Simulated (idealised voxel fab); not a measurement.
You're looking at the process module voxel released beams.
The cross-section on display is named cut; it measures 295 nm wide, and its cells are 5 nm squares.
Cross-section, as written here: a square-cell grid given band by band from the top down, where a band holds one or more rows of cells.
Band: top and bottom heights (nm) first, top before bottom; then materials from left to right, widths in nm. "all across" marks a sole material filling the band edge to edge. "air" denotes empty space.
All heights in this document are referenced to 0, defined as the level beneath which the wafer, as received, consists entirely of one material. The lowest band is not bounded below; it extends indefinitely downward and is written in the form "0..down".
A two-number width, for instance "30 to 40", indicates that the width is equal to the first number in the top row of the band and to the second number in the bottom row, and that it changes by a constant amount per row of cells.
Any step labelled "nothing got changed" changed none of the cells in the cross-section.
"Enclosed empty spaces" - sealed voids, min. 8 cells, no opening to top; format: width x height at distance (distance from left edge; nm throughout).
Past the settings on a step's line: simulator remark, on that step.
"overlay nm" answers the question of how far to the right of plan the mask lay on a step that has a mask, and when it is negative the answer is to the left.

Planned step list for the process:
1 RECEIVE, material Si
2 CONFORMAL_DEP, material SiN, thk nm 5
3 DIRECTIONAL_DEP, material SiO2, thk nm 10
4 MASKED_ETCH, tone open, mask id ANCHOR, width nm 45, etch materials SiO2, depth nm 10, overlay nm 0
5 CONFORMAL_DEP, material TiN, thk nm 15
6 PATTERN, tone cover, mask id BEAM, material resist, width nm 105, thk nm 15, overlay nm 0
7 DIRECTIONAL_ETCH, etch materials TiN, depth nm 15
8 STRIP, etch materials resist
9 STRIP, etch materials SiO2

As-received state of the wafer in cross-section, equivalent to post-step 1:
	0..down = Si all across
	Enclosed empty spaces: none

Module complete, cross-section. Starting point and plan per above. One mistake made in running the module:
	30..20 = air 95 nm; TiN 15 nm; air 15 nm; TiN 70 nm; air 100 nm
	20..15 = air 95 nm; TiN 100 nm; air 100 nm
	15..5 = air 95 nm; TiN 45 nm; air 155 nm
	5..0 = SiN all across
	0..down = Si all across
	Enclosed empty spaces: none
What was done differently from what was planned? step 6 off recipe, ran as PATTERN, tone cover, mask id BEAM, material resist, width nm 100, thk nm 15, overlay nm 0
